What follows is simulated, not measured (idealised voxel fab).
process module | voxel quadruple lines
Section cut is 280 nm wide and gridded with 5 nm square cells.
Cross-section format: a grid of square cells, given as bands from top to bottom; each band is one or more rows of cells. Top, bottom (nm), then materials left to right with widths (nm); lone material tagged "everywhere" fills the whole band edge to edge; "empty" = empty space. It should be noted that heights are counted from 0, beneath which the wafer as supplied is of one material throughout, and that the lowest band possesses no lower boundary but continues downward, as written in "z 0 and below". The notation "30 to 40" denotes a width that varies across the rows of cells in the band, beginning at the first number in the top row, finishing at the second number in the bottom row, and changing by an identical amount from each row to the next. For the purposes of this document, the phrase "no modifications" attached to a step denotes that no cell within the cross-section was modified by that step. You'll see "Fully sealed voids" listing empty spaces that have no way open to the top, as long as they're 8 cells or more; the notation is width x height at distance, where the distance is from the left edge, and all of it is in nm. Formally, on a step line, whatever follows the settings is a remark that the simulator itself makes on the step. overlay nm: right-of-plan distance of the mask on a masked step; negative values mean left-of-plan.
**Process steps foreseen in the plan**
1,RECEIVE: material Si
2,CONFORMAL_DEP: material SiO2, thk nm 5
3,DIRECTIONAL_DEP: material W, thk nm 15
4,DIRECTIONAL_DEP: material polySi, thk nm 20
5,DIRECTIONAL_DEP: material aC, thk nm 20
6,PATTERN: tone cover, mask id MANDREL, material resist, width nm 25, thk nm 30, overlay nm 0
7,DIRECTIONAL_ETCH: etch materials aC, depth nm 20
8,STRIP: etch materials resist
9,CONFORMAL_DEP: material SiO2, thk nm 15
10,DIRECTIONAL_ETCH: etch materials SiO2, depth nm 15
11,STRIP: etch materials aC
12,DIRECTIONAL_ETCH: etch materials polySi, depth nm 20
13,STRIP: etch materials SiO2
14,CONFORMAL_DEP: material SiCN, thk nm 5
15,DIRECTIONAL_ETCH: etch materials SiCN, depth nm 5
16,STRIP: etch materials polySi
17,DIRECTIONAL_ETCH: etch materials W, depth nm 15
18,STRIP: etch materials SiCN
**First wafer of two (run as planned)**
**Incoming wafer, cross-sectional view, post step 1**
> z 0 and below | Si everywhere
> Fully sealed voids: none
**The wafer in cross-section once step 2 is complete**
> z 5 to 0 | SiO2 everywhere
> Lower than 0, everything is as it was.
**The wafer in cross-section once step 3 is complete**
> z 20 to 5 | W everywhere
> Lower than 5, everything is as it was.
**The wafer in cross-section once step 4 is complete**
> z 40 to 20 | polySi everywhere
> Lower than 20, everything is as it was.
**The wafer in cross-section once step 5 is complete**
> z 60 to 40 | aC everywhere
> Lower than 40, everything is as it was.
**The wafer in cross-section once step 6 is complete**
> z 90 to 60 | 125 empty  25 resist  130 empty
> Lower than 60, everything is as it was.
**The wafer in cross-section once step 7 is complete**
> z 70 to 60 | 125 empty  25 resist  130 empty
> z 60 to 40 | 125 empty  25 aC  130 empty
> Lower than 40, everything is as it was.
**The wafer in cross-section once step 8 is complete**
> z 60 to 40 | 125 empty  25 aC  130 empty
> Lower than 40, everything is as it was.
**The wafer in cross-section once step 9 is complete**
> z 75 to 60 | 110 empty  55 SiO2  115 empty
> z 60 to 55 | 110 empty  15 SiO2  25 aC  15 SiO2  115 empty
> z 55 to 40 | 125 SiO2  25 aC  130 SiO2
> Lower than 40, everything is as it was.
**The wafer in cross-section once step 10 is complete**
> z 60 to 40 | 110 empty  15 SiO2  25 aC  15 SiO2  115 empty
> Lower than 40, everything is as it was.
**The wafer in cross-section once step 11 is complete**
> z 60 to 40 | 110 empty  15 SiO2  25 empty  15 SiO2  115 empty
> Lower than 40, everything is as it was.
**The wafer in cross-section once step 12 is complete**
> z 60 to 40 | 110 empty  15 SiO2  25 empty  15 SiO2  115 empty
> z 40 to 20 | 110 empty  15 polySi  25 empty  15 polySi  115 empty
> Lower than 20, everything is as it was.
**The wafer in cross-section once step 13 is complete**
> z 40 to 20 | 110 empty  15 polySi  25 empty  15 polySi  115 empty
> Lower than 20, everything is as it was.
**The wafer in cross-section once step 14 is complete**
> z 45 to 40 | 105 empty  25 SiCN  15 empty  25 SiCN  110 empty
> z 40 to 25 | 105 empty  5 SiCN  15 polySi  5 SiCN  15 empty  5 SiCN  15 polySi  5 SiCN  110 empty
> z 25 to 20 | 110 SiCN  15 polySi  25 SiCN  15 polySi  115 SiCN
> Lower than 20, everything is as it was.
**The wafer in cross-section once step 15 is complete**
> z 40 to 20 | 105 empty  5 SiCN  15 polySi  5 SiCN  15 empty  5 SiCN  15 polySi  5 SiCN  110 empty
> Lower than 20, everything is as it was.
**The wafer in cross-section once step 16 is complete**
> z 40 to 20 | 105 empty  5 SiCN  15 empty  5 SiCN  15 empty  5 SiCN  15 empty  5 SiCN  110 empty
> Lower than 20, everything is as it was.
**The wafer in cross-section once step 17 is complete**
> z 40 to 20 | 105 empty  5 SiCN  15 empty  5 SiCN  15 empty  5 SiCN  15 empty  5 SiCN  110 empty
> z 20 to 5 | 105 empty  5 W  15 empty  5 W  15 empty  5 W  15 empty  5 W  110 empty
> Lower than 5, everything is as it was.
**The wafer in cross-section once step 18 is complete**
> z 20 to 5 | 105 empty  5 W  15 empty  5 W  15 empty  5 W  15 empty  5 W  110 empty
> Lower than 5, everything is as it was.
**second wafer: like start, like plan, one mistake. Through step 2 it matches the first wafer**
**Planned end of step 3: second wafer, cross-section**
> z 25 to 5 | polySi everywhere
> Lower than 5, everything is as it was.
**Planned end of step 4: second wafer, cross-section**
> z 40 to 25 | W everywhere
> Lower than 25, everything is as it was.
**Planned end of step 5: second wafer, cross-section**
> z 60 to 40 | aC everywhere
> Lower than 40, everything is as it was.
**Planned end of step 6: second wafer, cross-section**
> z 90 to 60 | 125 empty  25 resist  130 empty
> Lower than 60, everything is as it was.
**Planned end of step 7: second wafer, cross-section**
> z 70 to 60 | 125 empty  25 resist  130 empty
> z 60 to 40 | 125 empty  25 aC  130 empty
> Lower than 40, everything is as it was.
**Planned end of step 8: second wafer, cross-section**
> z 60 to 40 | 125 empty  25 aC  130 empty
> Lower than 40, everything is as it was.
**Planned end of step 9: second wafer, cross-section**
> z 75 to 60 | 110 empty  55 SiO2  115 empty
> z 60 to 55 | 110 empty  15 SiO2  25 aC  15 SiO2  115 empty
> z 55 to 40 | 125 SiO2  25 aC  130 SiO2
> Lower than 40, everything is as it was.
**Planned end of step 10: second wafer, cross-section**
> z 60 to 40 | 110 empty  15 SiO2  25 aC  15 SiO2  115 empty
> Lower than 40, everything is as it was.
**Planned end of step 11: second wafer, cross-section**
> z 60 to 40 | 110 empty  15 SiO2  25 empty  15 SiO2  115 empty
> Lower than 40, everything is as it was.
Planned end of step 12: second wafer, cross-section: no modifications
**Planned end of step 13: second wafer, cross-section**
> z 40 to 25 | W everywhere
> Lower than 25, everything is as it was.
**Planned end of step 14: second wafer, cross-section**
> z 45 to 40 | SiCN everywhere
> Lower than 40, everything is as it was.
**Planned end of step 15: second wafer, cross-section**
> z 40 to 25 | W everywhere
> Lower than 25, everything is as it was.
Planned end of step 16: second wafer, cross-section: no modifications
**Planned end of step 17: second wafer, cross-section**
> z 25 to 5 | polySi everywhere
> Lower than 5, everything is as it was.
Planned end of step 18: second wafer, cross-section: no modifications
Where did the run depart from the plan? contrary to the plan, steps 3 and 4 were processed in exchanged order
Per the end-of-run cell counts, the second wafer holds more or fewer of some materials than the first: W -12, polySi +224
